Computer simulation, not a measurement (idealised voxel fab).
process module | voxel trench capacitor
cross-section cut | 205 nm wide | cells 5 nm
A cross-section is a grid of square cells, given in bands from the top down. A band is one or more rows of cells.
Each band's line starts with the height of the band's top and of its bottom, in nm. Then come its materials from left to right, each with its width in nm. One material with "throughout" fills the band from edge to edge. "air" is empty space.
Height 0 is the level under which the wafer as received is all one material. The lowest band goes on downwards, as in "0 down".
A width such as "30 to 40" changes by the same amount from each row of cells to the next, from the band's top row to its bottom row.
"no change" after a step means that no cell of the cross-section changed.
closed voids: empty space of 8 cells or more with no open way to the top, each as width x height at its distance from the left edge, in nm
after a step's settings: what the simulator itself notes on the step
overlay nm, on a step with a mask: how far to the right of its planned place the mask lay; to the left if negative
plan
1 op RECEIVE | material Si
2 op CONFORMAL_DEP | material SiN | thk nm 10
3 op DIRECTIONAL_DEP | material aC | thk nm 10
4 op PATTERN | tone open | mask id TRENCH | material resist | width nm 15 | pitch nm 45 | thk nm 25 | overlay nm 0
5 op DIRECTIONAL_ETCH | etch materials aC | depth nm 10
6 op STRIP | etch materials resist
7 op DIRECTIONAL_ETCH | etch materials SiN | depth nm 10
8 op DIRECTIONAL_ETCH | etch materials Si | depth nm 40
9 op STRIP | etch materials aC
10 op CONFORMAL_DEP | material Al2O3 | thk nm 5
11 op FILL_DEP | material polySi | thk nm 5
12 op CMP | height nm 10
as received, after step 1
  0 down: Si throughout
  closed voids: none
first wafer at the end, as planned
  10 to 0: SiN 50 | Al2O3 5 | polySi 5 | Al2O3 5 | SiN 30 | Al2O3 5 | polySi 5 | Al2O3 5 | SiN 30 | Al2O3 5 | polySi 5 | Al2O3 5 | SiN 50
  0 to -35: Si 50 | Al2O3 5 | polySi 5 | Al2O3 5 | Si 30 | Al2O3 5 | polySi 5 | Al2O3 5 | Si 30 | Al2O3 5 | polySi 5 | Al2O3 5 | Si 50
  -35 to -40: Si 50 | Al2O3 15 | Si 30 | Al2O3 15 | Si 30 | Al2O3 15 | Si 50
  -40 down: Si throughout
  closed voids: none
second wafer at the end: like start, like plan, one mistake
  10 to 0: polySi 45 | Al2O3 5 | SiN 15 | Al2O3 5 | polySi 20 | Al2O3 5 | SiN 15 | Al2O3 5 | polySi 20 | Al2O3 5 | SiN 15 | Al2O3 5 | polySi 45
  0 to -35: polySi 45 | Al2O3 5 | Si 15 | Al2O3 5 | polySi 20 | Al2O3 5 | Si 15 | Al2O3 5 | polySi 20 | Al2O3 5 | Si 15 | Al2O3 5 | polySi 45
  -35 to -40: Al2O3 50 | Si 15 | Al2O3 30 | Si 15 | Al2O3 30 | Si 15 | Al2O3 50
  -40 down: Si throughout
  closed voids: none
what went wrong: step 4 ran as: op PATTERN | tone cover | mask id TRENCH | material resist | width nm 15 | pitch nm 45 | thk nm 25 | overlay nm 0
at the end the second wafer has, in cells: 23 more of Al2O3 | 184 fewer of Si | 46 fewer of SiN | 207 more of polySi
